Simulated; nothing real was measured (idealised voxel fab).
The following is a process module called voxel fin reveal.
Square cells of 5 nm make up the cross-section cut, whose width is 170 nm.
Notation: cross-section as square-cell grid; stated in bands, top first, going down; one or more cell rows per band.
This entry defines a band. It first specifies the height of the band's top and the height of its bottom in nm, and then specifies the band's materials from left to right, stating each material with its width in nm. The word "full width" identifies a single material that fills the band from edge to edge, while the word "air" identifies empty space.
Zero point of the height axis is 0; under it, received wafer = one material. Lowest band: continues down indefinitely, "0 and below".
It should be noted that a width expressed as "30..40" varies in equal increments from row to row of cells within the band, taking the value of the first number at the top row and that of the second number at the bottom row.
The designation "no alterations made", where it is given for a processing step, indicates that no cell of the cross-section was altered in the course of that step.
Reported under the label "Enclosed void entries" are the empty spaces having no open way to the top and comprising 8 cells or more; the notation for each is width x height at distance, in which the distance is measured from the left edge and all three values are in nm.
The remark found on a step's line after its settings is issued by the simulator itself and pertains to that step.
overlay nm: where the mask lay relative to plan, measured to the right, on steps with a mask; negatives go left.

Planned step list for the process
1,RECEIVE, material Si
2,CONFORMAL_DEP, material SiN, thk nm 5
3,PATTERN, tone cover, mask id FINS, material resist, width nm 15, pitch nm 40, thk nm 20, overlay nm 0
4,DIRECTIONAL_ETCH, etch materials SiN, depth nm 5
5,DIRECTIONAL_ETCH, etch materials Si, depth nm 35
6,STRIP, etch materials resist
7,FILL_DEP, material SiO2, thk nm 15
8,CMP, height nm 5
9,SELECTIVE_ETCH, etch materials SiO2, depth nm 20
10,STRIP, etch materials SiN
Split variable: width nm, step 3. Plan value = first wafer. Wafers start alike.

The first of several wafers, as received after step 1, seen in section
    0 and below | Si full width
    Enclosed void entries: none

The first of several wafers, seen in cross-section after the module's last step, step 10
    0 down to -15 | 55 nm air | 15 nm Si | 25 nm air | 15 nm Si | 60 nm air
    -15 down to -35 | 55 nm SiO2 | 15 nm Si | 25 nm SiO2 | 15 nm Si | 60 nm SiO2
    -35 and below | Si full width
    Enclosed void entries: none

Cross-section at module completion, last wafer
    0 down to -15 | 50 nm air | 25 nm Si | 15 nm air | 25 nm Si | 55 nm air
    -15 down to -35 | 50 nm SiO2 | 25 nm Si | 15 nm SiO2 | 25 nm Si | 55 nm SiO2
    -35 and below | Si full width
    Enclosed void entries: none

Row per wafer, end-of-module: cell gain (+)/loss (-) by material since the wafer came in, then closed voids
width nm 15; -196 Si; +112 SiO2; Enclosed void entries: none
width nm 20; -182 Si; +104 SiO2; Enclosed void entries: none
width nm 25; -168 Si; +96 SiO2; Enclosed void entries: none
